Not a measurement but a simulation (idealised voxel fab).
Title: Process Module voxel double patterning
Cross-section cut spans 200 nm and uses square cells 5 nm in size.
When this document writes out a cross-section, it uses a grid of square cells and lists it as bands, beginning at the top and moving down, with a band standing for one or more rows of cells. Band: top and bottom heights (nm) first, top before bottom; then materials from left to right, widths in nm. "edge to edge" marks a sole material filling the band edge to edge. "empty" denotes empty space. Heights from 0 (as-received wafer is one material below). Bottom band endless downward, as "0..down". The width entry "30..40" should be interpreted row by row: the top row of cells in the band takes the first number, the bottom row takes the second number, and the change between adjacent rows is uniform throughout. "remained the same" means the step left every cell of the cross-section as it was. The entry titled "Completely enclosed voids" provides the empty spaces that have no open way to the top, restricted to those of 8 cells or more. Each is presented as width x height at distance, the distance being measured from the left edge, with all three in nm. Formally, on a step line, whatever follows the settings is a remark that the simulator itself makes on the step. A step's line can hold "overlay nm"; with a mask on that step, the setting says how far right of the planned place the mask lay, while a negative setting says it lay to the left.
**The process steps that were planned are listed below**
1,RECEIVE (material Si)
2,CONFORMAL_DEP (material SiO2; thk nm 10)
3,DIRECTIONAL_DEP (material TiN; thk nm 20)
4,DIRECTIONAL_DEP (material SiN; thk nm 5)
5,MASKED_ETCH (tone open; mask id FIRST; width nm 15; pitch nm 50; etch materials SiN; depth nm 5; overlay nm 0)
6,DIRECTIONAL_DEP (material aC; thk nm 5)
7,PATTERN (tone open; mask id SECOND; material resist; width nm 15; thk nm 35; overlay nm 0)
8,DIRECTIONAL_ETCH (etch materials aC; depth nm 15)
9,STRIP (etch materials resist)
10,DIRECTIONAL_ETCH (etch materials SiN; depth nm 5)
11,STRIP (etch materials aC)
12,DIRECTIONAL_ETCH (etch materials TiN; depth nm 20)
13,STRIP (etch materials SiN)
Among the wafers covered here, the point of difference is the thk nm at step 6; their starting state is shared, and the plan presents the value of the first wafer.
**first wafer as received, after step 1**
  0..down: Si edge to edge
  Completely enclosed voids: none
**Wafer cross-section (first of several) - module end, post step 13 (last step)**
  30..10: 65 of TiN; 15 of empty; 10 of TiN; 15 of empty; 10 of TiN; 15 of empty; 70 of TiN
  10..0: SiO2 edge to edge
  0..down: Si edge to edge
  Completely enclosed voids: none
**Last-wafer cross-section at the end of the module**
  30..10: 65 of TiN; 15 of empty; 35 of TiN; 15 of empty; 70 of TiN
  10..0: SiO2 edge to edge
  0..down: Si edge to edge
  Completely enclosed voids: none
**each wafer at the end: cells of each material gained (+) or lost (-) since it was received, then its closed voids**
thk nm 5, +80 SiO2, +124 TiN, Completely enclosed voids: none
thk nm 10, +80 SiO2, +124 TiN, Completely enclosed voids: none
thk nm 15, +80 SiO2, +124 TiN, Completely enclosed voids: none
thk nm 20, +80 SiO2, +136 TiN, Completely enclosed voids: none
thk nm 25, +80 SiO2, +136 TiN, Completely enclosed voids: none
thk nm 30, +80 SiO2, +136 TiN, Completely enclosed voids: none
